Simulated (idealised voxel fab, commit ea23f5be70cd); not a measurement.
process module | voxel self aligned contacts
cross-section cut | 250 nm wide | cells 5 nm
A cross-section is a grid of square cells, given in bands from the top down. A band is one or more rows of cells.
Each band's line starts with the height of the band's top and of its bottom, in nm. Then come its materials from left to right, each with its width in nm. One material with "throughout" fills the band from edge to edge. "air" is empty space.
Height 0 is the level under which the wafer as received is all one material. The lowest band goes on downwards, as in "0 down".
A width such as "30 to 40" changes by the same amount from each row of cells to the next, from the band's top row to its bottom row.
"no change" after a step means that no cell of the cross-section changed.
closed voids: empty space of 8 cells or more with no open way to the top, each as width x height at its distance from the left edge, in nm
after a step's settings: what the simulator itself notes on the step
overlay nm, on a step with a mask: how far to the right of its planned place the mask lay; to the left if negative
plan
1 op RECEIVE | material Si
2 op OXIDIZE | depth nm 5
3 op DIRECTIONAL_DEP | material polySi | thk nm 20
4 op DIRECTIONAL_DEP | material SiN | thk nm 20
5 op MASKED_ETCH | tone cover | mask id GATE | width nm 25 | pitch nm 60 | etch materials SiN | depth nm 20 | overlay nm 0
6 op MASKED_ETCH | tone cover | mask id GATE | width nm 25 | pitch nm 60 | etch materials polySi | depth nm 20 | overlay nm 0
7 op CONFORMAL_DEP | material SiN | thk nm 10
8 op DIRECTIONAL_ETCH | etch materials SiN | depth nm 10
9 op FILL_DEP | material SiO2 | thk nm 10
10 op CMP | height nm 45
11 op MASKED_ETCH | tone open | mask id CONTACT | width nm 45 | pitch nm 60 | etch materials SiO2 | depth nm 50 | overlay nm 0
12 op CONFORMAL_DEP | material TiN | thk nm 5
13 op FILL_DEP | material Ru | thk nm 10
14 op CMP | height nm 45
15 op CONFORMAL_DEP | material SiCN | thk nm 5
as received, after step 1
  0 down: Si throughout
  closed voids: none
a wafer at the end: this start, this plan, one mistake
  50 to 45: SiCN throughout
  45 to 40: SiO2 70 | TiN 20 | Ru 5 | TiN 20 | SiO2 15 | TiN 20 | Ru 5 | TiN 20 | SiO2 75
  40 to 20: SiO2 40 | SiN 45 | TiN 5 | Ru 5 | TiN 5 | SiN 45 | TiN 5 | Ru 5 | TiN 5 | SiN 45 | SiO2 45
  20 to 15: SiO2 40 | SiN 10 | polySi 25 | SiN 10 | TiN 5 | Ru 5 | TiN 5 | SiN 10 | polySi 25 | SiN 10 | TiN 5 | Ru 5 | TiN 5 | SiN 10 | polySi 25 | SiN 10 | SiO2 45
  15 to 10: SiO2 40 | SiN 10 | polySi 25 | SiN 10 | TiN 15 | SiN 10 | polySi 25 | SiN 10 | TiN 15 | SiN 10 | polySi 25 | SiN 10 | SiO2 45
  10 to 0: SiN 50 | polySi 25 | SiN 35 | polySi 25 | SiN 35 | polySi 25 | SiN 55
  0 to -5: SiO2 throughout
  -5 down: Si throughout
  closed voids: none
what went wrong: steps 7 and 8 were swapped
